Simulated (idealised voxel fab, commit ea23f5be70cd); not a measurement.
The process module that follows is named voxel capacitor over wiring.
It is cross-section cut that appears here, measuring 140 nm in width, its square cells being 5 nm in size.
Just so we're on the same page, the cross-sections are grids of square cells, and they're listed out in bands top to bottom, each band one or more rows deep.
Look at the band entry: it leads with the top's height and the bottom's height in nm. Then it lists the materials left to right, with a width in nm for each. The word "edge to edge" on a single material says that material fills the band edge to edge. The word "empty" is empty space.
A quick word on heights: they are counted from 0, and under that level the wafer as it came to us is one material throughout. The lowest band is different from the rest in having no bottom; it simply continues downward, written as in "from 0 down".
A two-number width, for instance "30->40", indicates that the width is equal to the first number in the top row of the band and to the second number in the bottom row, and that it changes by a constant amount per row of cells.
Take "nothing altered" at face value: in the step it is given for, the cross-section changed in none of its cells.
In "Closed cavity list" the enclosed voids are listed, meaning empty spaces of 8 cells or larger without any opening to the top. The form is width x height at distance, distance from the left edge, units nm.
Read whatever lies past the settings on a step's line as the simulator's own remark about the step.
Regarding "overlay nm": on a step with a mask, it is the distance the mask lay to the right of its planned place; a negative value places it to the left.
[Process steps foreseen in the plan]
step 1: RECEIVE: material Si
step 2: CONFORMAL_DEP: material SiO2, thk nm 10
step 3: DIRECTIONAL_DEP: material TiN, thk nm 5
step 4: DIRECTIONAL_DEP: material Ru, thk nm 25
step 5: MASKED_ETCH: tone cover, mask id METAL_1, width nm 25, pitch nm 80, etch materials Ru, depth nm 25, overlay nm 0
step 6: MASKED_ETCH: tone cover, mask id METAL_1, width nm 25, pitch nm 80, etch materials TiN, depth nm 5, overlay nm 0
step 7: CONFORMAL_DEP: material SiN, thk nm 5
step 8: FILL_DEP: material SiO2, thk nm 5
step 9: CMP: height nm 40
step 10: CONFORMAL_DEP: material SiCN, thk nm 5
step 11: DIRECTIONAL_DEP: material lowk, thk nm 15
step 12: DIRECTIONAL_DEP: material aC, thk nm 10
step 13: PATTERN: tone open, mask id PLUG_1, material resist, width nm 15, thk nm 25, overlay nm 0
step 14: DIRECTIONAL_ETCH: etch materials aC, depth nm 10
step 15: STRIP: etch materials resist
step 16: DIRECTIONAL_ETCH: etch materials lowk, depth nm 15
step 17: DIRECTIONAL_ETCH: etch materials SiCN, depth nm 5
step 18: STRIP: etch materials aC
step 19: CONFORMAL_DEP: material TiN, thk nm 5
step 20: FILL_DEP: material Ru, thk nm 5
step 21: CMP: height nm 60
step 22: DIRECTIONAL_DEP: material TiN, thk nm 5
step 23: DIRECTIONAL_DEP: material Al2O3, thk nm 5
step 24: DIRECTIONAL_DEP: material TiN, thk nm 10
step 25: MASKED_ETCH: tone cover, mask id UPPER_PLATE, width nm 60, etch materials TiN, depth nm 10, overlay nm 0
step 26: MASKED_ETCH: tone cover, mask id UPPER_PLATE, width nm 60, etch materials Al2O3, depth nm 5, overlay nm 0
step 27: DIRECTIONAL_DEP: material aC, thk nm 10
step 28: PATTERN: tone cover, mask id LOWER_PLATE, material resist, width nm 70, thk nm 30, overlay nm 0
step 29: DIRECTIONAL_ETCH: etch materials aC, depth nm 10
step 30: STRIP: etch materials resist
step 31: DIRECTIONAL_ETCH: etch materials TiN, depth nm 5
step 32: STRIP: etch materials aC
step 33: FILL_DEP: material SiO2, thk nm 20
step 34: CMP: height nm 95
step 35: PATTERN: tone open, mask id PLUG_2, material resist, width nm 15, thk nm 15, overlay nm 0
step 36: DIRECTIONAL_ETCH: etch materials SiO2, depth nm 15
step 37: STRIP: etch materials resist
step 38: CONFORMAL_DEP: material TiN, thk nm 5
step 39: FILL_DEP: material Ru, thk nm 5
step 40: CMP: height nm 95
step 41: CONFORMAL_DEP: material SiN, thk nm 5
[First out of two wafers; run went to plan]
[Incoming wafer, cross-sectional view, post step 1]
from 0 down  Si edge to edge
Closed cavity list: none
[Upon completion of step 2, the wafer appears in cross-section as shown]
from 10 to 0  SiO2 edge to edge
Below 0, no change.
[Upon completion of step 3, the wafer appears in cross-section as shown]
from 15 to 10  TiN edge to edge
Below 10, no change.
[Upon completion of step 4, the wafer appears in cross-section as shown]
from 40 to 15  Ru edge to edge
Below 15, no change.
[Upon completion of step 5, the wafer appears in cross-section as shown]
from 40 to 15  empty 15 | Ru 25 | empty 55 | Ru 25 | empty 20
Below 15, no change.
[Upon completion of step 6, the wafer appears in cross-section as shown]
from 40 to 15  empty 15 | Ru 25 | empty 55 | Ru 25 | empty 20
from 15 to 10  empty 15 | TiN 25 | empty 55 | TiN 25 | empty 20
Below 10, no change.
[Upon completion of step 7, the wafer appears in cross-section as shown]
from 45 to 40  empty 10 | SiN 35 | empty 45 | SiN 35 | empty 15
from 40 to 15  empty 10 | SiN 5 | Ru 25 | SiN 5 | empty 45 | SiN 5 | Ru 25 | SiN 5 | empty 15
from 15 to 10  SiN 15 | TiN 25 | SiN 55 | TiN 25 | SiN 20
Below 10, no change.
[Upon completion of step 8, the wafer appears in cross-section as shown]
from 50 to 45  SiO2 edge to edge
from 45 to 40  SiO2 10 | SiN 35 | SiO2 45 | SiN 35 | SiO2 15
from 40 to 15  SiO2 10 | SiN 5 | Ru 25 | SiN 5 | SiO2 45 | SiN 5 | Ru 25 | SiN 5 | SiO2 15
Below 15, no change.
[Upon completion of step 9, the wafer appears in cross-section as shown]
from 40 to 15  SiO2 10 | SiN 5 | Ru 25 | SiN 5 | SiO2 45 | SiN 5 | Ru 25 | SiN 5 | SiO2 15
Below 15, no change.
[Upon completion of step 10, the wafer appears in cross-section as shown]
from 45 to 40  SiCN edge to edge
Below 40, no change.
[Upon completion of step 11, the wafer appears in cross-section as shown]
from 60 to 45  lowk edge to edge
Below 45, no change.
[Upon completion of step 12, the wafer appears in cross-section as shown]
from 70 to 60  aC edge to edge
Below 60, no change.
[Upon completion of step 13, the wafer appears in cross-section as shown]
from 95 to 70  resist 25 | empty 15 | resist 100
Below 70, no change.
[Upon completion of step 14, the wafer appears in cross-section as shown]
from 85 to 70  resist 25 | empty 15 | resist 100
from 70 to 60  aC 25 | empty 15 | aC 100
Below 60, no change.
[Upon completion of step 15, the wafer appears in cross-section as shown]
from 70 to 60  aC 25 | empty 15 | aC 100
Below 60, no change.
[Upon completion of step 16, the wafer appears in cross-section as shown]
from 70 to 60  aC 25 | empty 15 | aC 100
from 60 to 45  lowk 25 | empty 15 | lowk 100
Below 45, no change.
[Upon completion of step 17, the wafer appears in cross-section as shown]
from 70 to 60  aC 25 | empty 15 | aC 100
from 60 to 45  lowk 25 | empty 15 | lowk 100
from 45 to 40  SiCN 25 | empty 15 | SiCN 100
Below 40, no change.
[Upon completion of step 18, the wafer appears in cross-section as shown]
from 60 to 45  lowk 25 | empty 15 | lowk 100
Below 45, no change.
[Upon completion of step 19, the wafer appears in cross-section as shown]
from 65 to 60  TiN 30 | empty 5 | TiN 105
from 60 to 45  lowk 25 | TiN 5 | empty 5 | TiN 5 | lowk 100
from 45 to 40  SiCN 25 | TiN 15 | SiCN 100
Below 40, no change.
[Upon completion of step 20, the wafer appears in cross-section as shown]
from 70 to 65  Ru edge to edge
from 65 to 60  TiN 30 | Ru 5 | TiN 105
from 60 to 45  lowk 25 | TiN 5 | Ru 5 | TiN 5 | lowk 100
Below 45, no change.
[Upon completion of step 21, the wafer appears in cross-section as shown]
from 60 to 45  lowk 25 | TiN 5 | Ru 5 | TiN 5 | lowk 100
Below 45, no change.
[Upon completion of step 22, the wafer appears in cross-section as shown]
from 65 to 60  TiN edge to edge
Below 60, no change.
[Upon completion of step 23, the wafer appears in cross-section as shown]
from 70 to 65  Al2O3 edge to edge
Below 65, no change.
[Upon completion of step 24, the wafer appears in cross-section as shown]
from 80 to 70  TiN edge to edge
Below 70, no change.
[Upon completion of step 25, the wafer appears in cross-section as shown]
from 80 to 70  empty 25 | TiN 60 | empty 55
Below 70, no change.
[Upon completion of step 26, the wafer appears in cross-section as shown]
from 80 to 70  empty 25 | TiN 60 | empty 55
from 70 to 65  empty 25 | Al2O3 60 | empty 55
Below 65, no change.
[Upon completion of step 27, the wafer appears in cross-section as shown]
from 90 to 80  empty 25 | aC 60 | empty 55
from 80 to 75  empty 25 | TiN 60 | empty 55
from 75 to 70  aC 25 | TiN 60 | aC 55
from 70 to 65  aC 25 | Al2O3 60 | aC 55
Below 65, no change.
[Upon completion of step 28, the wafer appears in cross-section as shown]
from 120 to 90  empty 20 | resist 70 | empty 50
from 90 to 80  empty 20 | resist 5 | aC 60 | resist 5 | empty 50
from 80 to 75  empty 20 | resist 5 | TiN 60 | resist 5 | empty 50
Below 75, no change.
[Upon completion of step 29, the wafer appears in cross-section as shown]
from 110 to 90  empty 20 | resist 70 | empty 50
from 90 to 80  empty 20 | resist 5 | aC 60 | resist 5 | empty 50
from 80 to 75  empty 20 | resist 5 | TiN 60 | resist 5 | empty 50
from 75 to 70  empty 20 | aC 5 | TiN 60 | aC 5 | empty 50
from 70 to 65  empty 20 | aC 5 | Al2O3 60 | aC 5 | empty 50
Below 65, no change.
[Upon completion of step 30, the wafer appears in cross-section as shown]
from 90 to 80  empty 25 | aC 60 | empty 55
from 80 to 75  empty 25 | TiN 60 | empty 55
Below 75, no change.
[Upon completion of step 31, the wafer appears in cross-section as shown]
from 90 to 80  empty 25 | aC 60 | empty 55
from 80 to 75  empty 25 | TiN 60 | empty 55
from 75 to 70  empty 20 | aC 5 | TiN 60 | aC 5 | empty 50
from 70 to 65  empty 20 | aC 5 | Al2O3 60 | aC 5 | empty 50
from 65 to 60  empty 20 | TiN 70 | empty 50
Below 60, no change.
[Upon completion of step 32, the wafer appears in cross-section as shown]
from 80 to 70  empty 25 | TiN 60 | empty 55
from 70 to 65  empty 25 | Al2O3 60 | empty 55
Below 65, no change.
[Upon completion of step 33, the wafer appears in cross-section as shown]
from 100 to 80  SiO2 edge to edge
from 80 to 70  SiO2 25 | TiN 60 | SiO2 55
from 70 to 65  SiO2 25 | Al2O3 60 | SiO2 55
from 65 to 60  SiO2 20 | TiN 70 | SiO2 50
Below 60, no change.
[Upon completion of step 34, the wafer appears in cross-section as shown]
from 95 to 80  SiO2 edge to edge
Below 80, no change.
[Upon completion of step 35, the wafer appears in cross-section as shown]
from 110 to 95  resist 35 | empty 15 | resist 90
Below 95, no change.
[Upon completion of step 36, the wafer appears in cross-section as shown]
from 110 to 95  resist 35 | empty 15 | resist 90
from 95 to 80  SiO2 35 | empty 15 | SiO2 90
Below 80, no change.
[Upon completion of step 37, the wafer appears in cross-section as shown]
from 95 to 80  SiO2 35 | empty 15 | SiO2 90
Below 80, no change.
[Upon completion of step 38, the wafer appears in cross-section as shown]
from 100 to 95  TiN 40 | empty 5 | TiN 95
from 95 to 85  SiO2 35 | TiN 5 | empty 5 | TiN 5 | SiO2 90
from 85 to 80  SiO2 35 | TiN 15 | SiO2 90
Below 80, no change.
[Upon completion of step 39, the wafer appears in cross-section as shown]
from 105 to 100  Ru edge to edge
from 100 to 95  TiN 40 | Ru 5 | TiN 95
from 95 to 85  SiO2 35 | TiN 5 | Ru 5 | TiN 5 | SiO2 90
Below 85, no change.
[Upon completion of step 40, the wafer appears in cross-section as shown]
from 95 to 85  SiO2 35 | TiN 5 | Ru 5 | TiN 5 | SiO2 90
Below 85, no change.
[Upon completion of step 41, the wafer appears in cross-section as shown]
from 100 to 95  SiN edge to edge
Below 95, no change.
[Second wafer, same starting conditions and recipe as the first, one mistake in executing it, nothing differs from the first up to and including step 24]
[The second wafer in cross-section, at the planned close of step 25]
from 80 to 75  empty 25 | TiN 60 | empty 55
Below 75, no change.
The second wafer in cross-section, at the planned close of step 26: nothing altered
[The second wafer in cross-section, at the planned close of step 27]
from 90 to 85  empty 25 | aC 60 | empty 55
from 85 to 80  aC edge to edge
from 80 to 75  aC 25 | TiN 60 | aC 55
Below 75, no change.
[The second wafer in cross-section, at the planned close of step 28]
from 120 to 90  empty 20 | resist 70 | empty 50
from 90 to 85  empty 20 | resist 5 | aC 60 | resist 5 | empty 50
Below 85, no change.
[The second wafer in cross-section, at the planned close of step 29]
from 110 to 90  empty 20 | resist 70 | empty 50
from 90 to 85  empty 20 | resist 5 | aC 60 | resist 5 | empty 50
from 85 to 80  empty 20 | aC 70 | empty 50
from 80 to 75  empty 20 | aC 5 | TiN 60 | aC 5 | empty 50
Below 75, no change.
[The second wafer in cross-section, at the planned close of step 30]
from 90 to 80  empty 25->20 | aC 60->70 | empty 55->50
Below 80, no change.
[The second wafer in cross-section, at the planned close of step 31]
from 90 to 80  empty 25->20 | aC 60->70 | empty 55->50
from 80 to 75  empty 20 | aC 5 | TiN 60 | aC 5 | empty 50
from 75 to 70  empty 20 | TiN 70 | empty 50
Below 70, no change.
[The second wafer in cross-section, at the planned close of step 32]
from 80 to 70  empty 25->20 | TiN 60->70 | empty 55->50
Below 70, no change.
[The second wafer in cross-section, at the planned close of step 33]
from 100 to 80  SiO2 edge to edge
from 80 to 70  SiO2 25->20 | TiN 60->70 | SiO2 55->50
Below 70, no change.
[The second wafer in cross-section, at the planned close of step 34]
from 95 to 80  SiO2 edge to edge
Below 80, no change.
[The second wafer in cross-section, at the planned close of step 35]
from 110 to 95  resist 35 | empty 15 | resist 90
Below 95, no change.
[The second wafer in cross-section, at the planned close of step 36]
from 110 to 95  resist 35 | empty 15 | resist 90
from 95 to 80  SiO2 35 | empty 15 | SiO2 90
Below 80, no change.
[The second wafer in cross-section, at the planned close of step 37]
from 95 to 80  SiO2 35 | empty 15 | SiO2 90
Below 80, no change.
[The second wafer in cross-section, at the planned close of step 38]
from 100 to 95  TiN 40 | empty 5 | TiN 95
from 95 to 85  SiO2 35 | TiN 5 | empty 5 | TiN 5 | SiO2 90
from 85 to 75  SiO2 35->25 | TiN 15->60 | SiO2 90->55
Below 75, no change.
[The second wafer in cross-section, at the planned close of step 39]
from 105 to 100  Ru edge to edge
from 100 to 95  TiN 40 | Ru 5 | TiN 95
from 95 to 85  SiO2 35 | TiN 5 | Ru 5 | TiN 5 | SiO2 90
Below 85, no change.
[The second wafer in cross-section, at the planned close of step 40]
from 95 to 85  SiO2 35 | TiN 5 | Ru 5 | TiN 5 | SiO2 90
Below 85, no change.
[The second wafer in cross-section, at the planned close of step 41]
from 100 to 95  SiN edge to edge
Below 95, no change.
Nonconformance to the process plan: step 25 ran as: MASKED_ETCH: tone cover, mask id UPPER_PLATE, width nm 60, etch materials TiN, depth nm 5, overlay nm 0
at the end the second wafer has, in cells: 16 more of Al2O3; 32 fewer of SiO2; 16 more of TiN
